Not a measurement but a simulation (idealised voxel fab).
process module | voxel local oxidation
cross-section cut | 150 nm wide | cells 5 nm
A cross-section is a grid of square cells, given in bands from the top down. A band is one or more rows of cells.
Each band's line starts with the height of the band's top and of its bottom, in nm. Then come its materials from left to right, each with its width in nm. One material with "throughout" fills the band from edge to edge. "air" is empty space.
Height 0 is the level under which the wafer as received is all one material. The lowest band goes on downwards, as in "0 down".
A width such as "30 to 40" changes by the same amount from each row of cells to the next, from the band's top row to its bottom row.
"no change" after a step means that no cell of the cross-section changed.
closed voids: empty space of 8 cells or more with no open way to the top, each as width x height at its distance from the left edge, in nm
after a step's settings: what the simulator itself notes on the step
overlay nm, on a step with a mask: how far to the right of its planned place the mask lay; to the left if negative
plan
1 op RECEIVE | material Si
2 op OXIDIZE | depth nm 5
3 op CONFORMAL_DEP | material SiN | thk nm 15
4 op DIRECTIONAL_DEP | material aC | thk nm 15
5 op PATTERN | tone cover | mask id ACTIVE | material resist | width nm 95 | thk nm 30 | overlay nm 0
6 op DIRECTIONAL_ETCH | etch materials aC | depth nm 15
7 op STRIP | etch materials resist
8 op DIRECTIONAL_ETCH | etch materials SiN | depth nm 15
9 op STRIP | etch materials aC
10 op SELECTIVE_ETCH | etch materials SiO2 | depth nm 5
11 op OXIDIZE | depth nm 15
12 op STRIP | etch materials SiN
as received, after step 1
  0 down: Si throughout
  closed voids: none
a wafer at the end: this start, this plan, one mistake
  0 to -5: SiO2 20 | air 105 | SiO2 25
  -5 to -20: Si 5 | SiO2 135 | Si 10
  -20 down: Si throughout
  closed voids: none
what went wrong: step 5 ran as: op PATTERN | tone open | mask id ACTIVE | material resist | width nm 95 | thk nm 30 | overlay nm 0
